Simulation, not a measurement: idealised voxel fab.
A process module follows: voxel released beams.
FYI the section here is cut, 200 nm wide, cells are 5 nm squares.
Throughout this document, each cross-section is represented as a grid of square cells and is presented as a sequence of bands enumerated from the top downward, where a band comprises one or more rows of cells. Heights first: top, then bottom, in nm. Then materials, left to right, each with a width in nm. "everywhere" on a single material: fills the band edge to edge. "air": empty space. Heights are expressed relative to 0, this being the level below which the as-received wafer comprises one material exclusively. The lowest band is unbounded in the downward direction and is denoted as in "z 0 and below". Note: "30->40" means the width goes from the first number (top row of the band) to the second number (bottom row) in equal steps per row of cells. Reading "no modification" for a step: not a cell of the cross-section changed in it. Entry "Fully sealed cavities". Content: empty spaces with no open connection to the top, size 8 cells or greater. Each: width x height at distance. Distance: from left edge. Unit: nm. Step line, after settings: the simulator's comment on this step. You can add "overlay nm" to a step's line. For a step with a mask, it describes how far the mask lay to the right of its planned position, and a negative number describes a lay to the left.
# Process steps foreseen in the plan
- 1: RECEIVE: material Si
- 2: CONFORMAL_DEP: material SiN, thk nm 5
- 3: DIRECTIONAL_DEP: material SiO2, thk nm 20
- 4: MASKED_ETCH: tone open, mask id ANCHOR, width nm 35, etch materials SiO2, depth nm 20, overlay nm 0
- 5: CONFORMAL_DEP: material TiN, thk nm 15
- 6: DIRECTIONAL_DEP: material aC, thk nm 15
- 7: PATTERN: tone cover, mask id BEAM, material resist, width nm 90, thk nm 30, overlay nm 0
- 8: DIRECTIONAL_ETCH: etch materials aC, depth nm 15
- 9: STRIP: etch materials resist
- 10: DIRECTIONAL_ETCH: etch materials TiN, depth nm 15
- 11: STRIP: etch materials aC
- 12: STRIP: etch materials SiO2
# Incoming wafer, cross-sectional view, post step 1
	z 0 and below: Si everywhere
	Fully sealed cavities: none
# Wafer cross-section at end of module: start and plan as shown above, one execution error
	z 40 to 25: air 50, TiN 55, air 95
	z 25 to 20: air 40, TiN 15, SiO2 35, TiN 15, air 95
	z 20 to 5: air 40, TiN 15, SiO2 35, TiN 50, air 60
	z 5 to 0: SiN everywhere
	z 0 and below: Si everywhere
	Fully sealed cavities: none
Here's what went sideways: not per plan at step 4, really ran MASKED_ETCH: tone cover, mask id ANCHOR, width nm 35, etch materials SiO2, depth nm 20, overlay nm 0
